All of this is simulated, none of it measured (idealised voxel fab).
The document below concerns the process module designated voxel spacer lines.
Cross-sectional view cut (width: 270 nm; square cell size: 5 nm).
Square cells in a grid make up a cross-section in this document, and the grid is given as bands, listed from the top down, each one or more rows of cells. Look at the band entry: it leads with the top's height and the bottom's height in nm. Then it lists the materials left to right, with a width in nm for each. The word "full width" on a single material says that material fills the band edge to edge. The word "air" is empty space. It should be noted that heights are counted from 0, beneath which the wafer as supplied is of one material throughout, and that the lowest band possesses no lower boundary but continues downward, as written in "0 -> down". Read "30..40" as a graded width: first number on top, second number at the bottom, same change between each pair of neighbouring rows. Step marked "no modifications"? Then no cell in the cross-section changed in it. What "Enclosed cavities" gives you is every empty space of 8 cells or more that is cut off from the top. Each appears as width x height at distance, with the distance taken from the left edge and width, height and distance all in nm. Read whatever lies past the settings on a step's line as the simulator's own remark about the step. The line of a step may include "overlay nm". On a step with a mask, this value is how far to the right of its planned place the mask lay. A negative value means the mask lay to the left.

Steps planned for the process
1. op RECEIVE | material Si
2. op CONFORMAL_DEP | material Al2O3 | thk nm 10
3. op DIRECTIONAL_DEP | material polySi | thk nm 20
4. op DIRECTIONAL_DEP | material aC | thk nm 25
5. op PATTERN | tone cover | mask id MANDREL | material resist | width nm 25 | pitch nm 80 | thk nm 35 | overlay nm 0
6. op DIRECTIONAL_ETCH | etch materials aC | depth nm 25
7. op STRIP | etch materials resist
8. op CONFORMAL_DEP | material SiN | thk nm 15
9. op DIRECTIONAL_ETCH | etch materials SiN | depth nm 15
10. op STRIP | etch materials aC
11. op DIRECTIONAL_ETCH | etch materials polySi | depth nm 20
12. op STRIP | etch materials SiN

First of two wafers - as planned

Here's what the wafer looked like in cross-section when it arrived - that's after step 1
0 -> down  Si full width
Enclosed cavities: none

Cross-section of the wafer after step 2
10 -> 0  Al2O3 full width
below 0: unchanged

Cross-section of the wafer after step 3
30 -> 10  polySi full width
below 10: unchanged

Cross-section of the wafer after step 4
55 -> 30  aC full width
below 30: unchanged

Cross-section of the wafer after step 5
90 -> 55  air: 80 | resist: 25 | air: 55 | resist: 25 | air: 85
below 55: unchanged

Cross-section of the wafer after step 6
65 -> 55  air: 80 | resist: 25 | air: 55 | resist: 25 | air: 85
55 -> 30  air: 80 | aC: 25 | air: 55 | aC: 25 | air: 85
below 30: unchanged

Cross-section of the wafer after step 7
55 -> 30  air: 80 | aC: 25 | air: 55 | aC: 25 | air: 85
below 30: unchanged

Cross-section of the wafer after step 8
70 -> 55  air: 65 | SiN: 55 | air: 25 | SiN: 55 | air: 70
55 -> 45  air: 65 | SiN: 15 | aC: 25 | SiN: 15 | air: 25 | SiN: 15 | aC: 25 | SiN: 15 | air: 70
45 -> 30  SiN: 80 | aC: 25 | SiN: 55 | aC: 25 | SiN: 85
below 30: unchanged

Cross-section of the wafer after step 9
55 -> 30  air: 65 | SiN: 15 | aC: 25 | SiN: 15 | air: 25 | SiN: 15 | aC: 25 | SiN: 15 | air: 70
below 30: unchanged

Cross-section of the wafer after step 10
55 -> 30  air: 65 | SiN: 15 | air: 25 | SiN: 15 | air: 25 | SiN: 15 | air: 25 | SiN: 15 | air: 70
below 30: unchanged

Cross-section of the wafer after step 11
55 -> 30  air: 65 | SiN: 15 | air: 25 | SiN: 15 | air: 25 | SiN: 15 | air: 25 | SiN: 15 | air: 70
30 -> 10  air: 65 | polySi: 15 | air: 25 | polySi: 15 | air: 25 | polySi: 15 | air: 25 | polySi: 15 | air: 70
below 10: unchanged

Cross-section of the wafer after step 12
30 -> 10  air: 65 | polySi: 15 | air: 25 | polySi: 15 | air: 25 | polySi: 15 | air: 25 | polySi: 15 | air: 70
below 10: unchanged

Second Wafer (Identical Start and Plan, One Processing Error; Matches First Wafer Through Step 1)

Cross-sectional representation of the second wafer at the time designated in the plan for the completion of step 2: no modifications

Cross-sectional representation of the second wafer at the time designated in the plan for the completion of step 3
20 -> 0  polySi full width
below 0: unchanged

Cross-sectional representation of the second wafer at the time designated in the plan for the completion of step 4
45 -> 20  aC full width
below 20: unchanged

Cross-sectional representation of the second wafer at the time designated in the plan for the completion of step 5
80 -> 45  air: 80 | resist: 25 | air: 55 | resist: 25 | air: 85
below 45: unchanged

Cross-sectional representation of the second wafer at the time designated in the plan for the completion of step 6
55 -> 45  air: 80 | resist: 25 | air: 55 | resist: 25 | air: 85
45 -> 20  air: 80 | aC: 25 | air: 55 | aC: 25 | air: 85
below 20: unchanged

Cross-sectional representation of the second wafer at the time designated in the plan for the completion of step 7
45 -> 20  air: 80 | aC: 25 | air: 55 | aC: 25 | air: 85
below 20: unchanged

Cross-sectional representation of the second wafer at the time designated in the plan for the completion of step 8
60 -> 45  air: 65 | SiN: 55 | air: 25 | SiN: 55 | air: 70
45 -> 35  air: 65 | SiN: 15 | aC: 25 | SiN: 15 | air: 25 | SiN: 15 | aC: 25 | SiN: 15 | air: 70
35 -> 20  SiN: 80 | aC: 25 | SiN: 55 | aC: 25 | SiN: 85
below 20: unchanged

Cross-sectional representation of the second wafer at the time designated in the plan for the completion of step 9
45 -> 20  air: 65 | SiN: 15 | aC: 25 | SiN: 15 | air: 25 | SiN: 15 | aC: 25 | SiN: 15 | air: 70
below 20: unchanged

Cross-sectional representation of the second wafer at the time designated in the plan for the completion of step 10
45 -> 20  air: 65 | SiN: 15 | air: 25 | SiN: 15 | air: 25 | SiN: 15 | air: 25 | SiN: 15 | air: 70
below 20: unchanged

Cross-sectional representation of the second wafer at the time designated in the plan for the completion of step 11
45 -> 20  air: 65 | SiN: 15 | air: 25 | SiN: 15 | air: 25 | SiN: 15 | air: 25 | SiN: 15 | air: 70
20 -> 0  air: 65 | polySi: 15 | air: 25 | polySi: 15 | air: 25 | polySi: 15 | air: 25 | polySi: 15 | air: 70
below 0: unchanged

Cross-sectional representation of the second wafer at the time designated in the plan for the completion of step 12
20 -> 0  air: 65 | polySi: 15 | air: 25 | polySi: 15 | air: 25 | polySi: 15 | air: 25 | polySi: 15 | air: 70
below 0: unchanged
So what did we get wrong on this run? the plan's step 2 was left out and never carried out
Final cells, second wafer relative to first, materials higher or lower: Al2O3: 108 fewer
